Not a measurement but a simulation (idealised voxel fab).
The document below concerns the process module designated voxel released beams.
Section cut is 240 nm wide and gridded with 5 nm square cells.
If you're reading a cross-section in this doc, picture square cells in a grid; it comes to you as bands, top ones listed first down to the bottom, and a band can be one or more rows of cells.
The entry gives the band's vertical extent as a top height and a bottom height in nm, then its horizontal make-up as materials from left to right, each with a width in nm. "air" stands for empty space; a single material marked "throughout" fills the band edge to edge.
All heights in this document are referenced to 0, defined as the level beneath which the wafer, as received, consists entirely of one material. The lowest band is not bounded below; it extends indefinitely downward and is written in the form "0 -> down".
Think of "30->40" as a width that walks from the first number to the second as you go down the band, top row to bottom row, taking equal-sized steps from row to row.
No cell of the cross-section changed in a step that is given as "no alterations made".
You'll see "Internal closed voids" listing empty spaces that have no way open to the top, as long as they're 8 cells or more; the notation is width x height at distance, where the distance is from the left edge, and all of it is in nm.
The remark found on a step's line after its settings is issued by the simulator itself and pertains to that step.
When a step includes a mask, the "overlay nm" setting on its line states how far to the right of its planned place that mask lay, and negative values state how far to the left.
So here's the lineup of process steps we planned
1. op RECEIVE | material Si
2. op CONFORMAL_DEP | material Al2O3 | thk nm 5
3. op DIRECTIONAL_DEP | material SiO2 | thk nm 20
4. op MASKED_ETCH | tone open | mask id ANCHOR | width nm 25 | etch materials SiO2 | depth nm 20 | overlay nm 0
5. op CONFORMAL_DEP | material polySi | thk nm 10
6. op MASKED_ETCH | tone cover | mask id BEAM | width nm 110 | etch materials polySi | depth nm 10 | overlay nm 0
7. op STRIP | etch materials SiO2
This is the cross-section of the wafer as we received it, i.e. after step 1
    0 -> down  Si throughout
    Internal closed voids: none
Look at the cross-section after the module: the wafer started out the way shown above and the plan was the one shown above, yet one mistake was made along the way
    35 -> 25  air=60, then polySi=25, then air=5, then polySi=80, then air=70
    25 -> 15  air=75, then polySi=10, then air=5, then polySi=10, then air=140
    15 -> 5  air=75, then polySi=25, then air=140
    5 -> 0  Al2O3 throughout
    0 -> down  Si throughout
    Internal closed voids: none
In executing the process, a mistake was made relative to the plan: step 4 was not run as planned; what actually ran was op MASKED_ETCH | tone open | mask id ANCHOR | width nm 25 | etch materials SiO2 | depth nm 20 | overlay nm 10
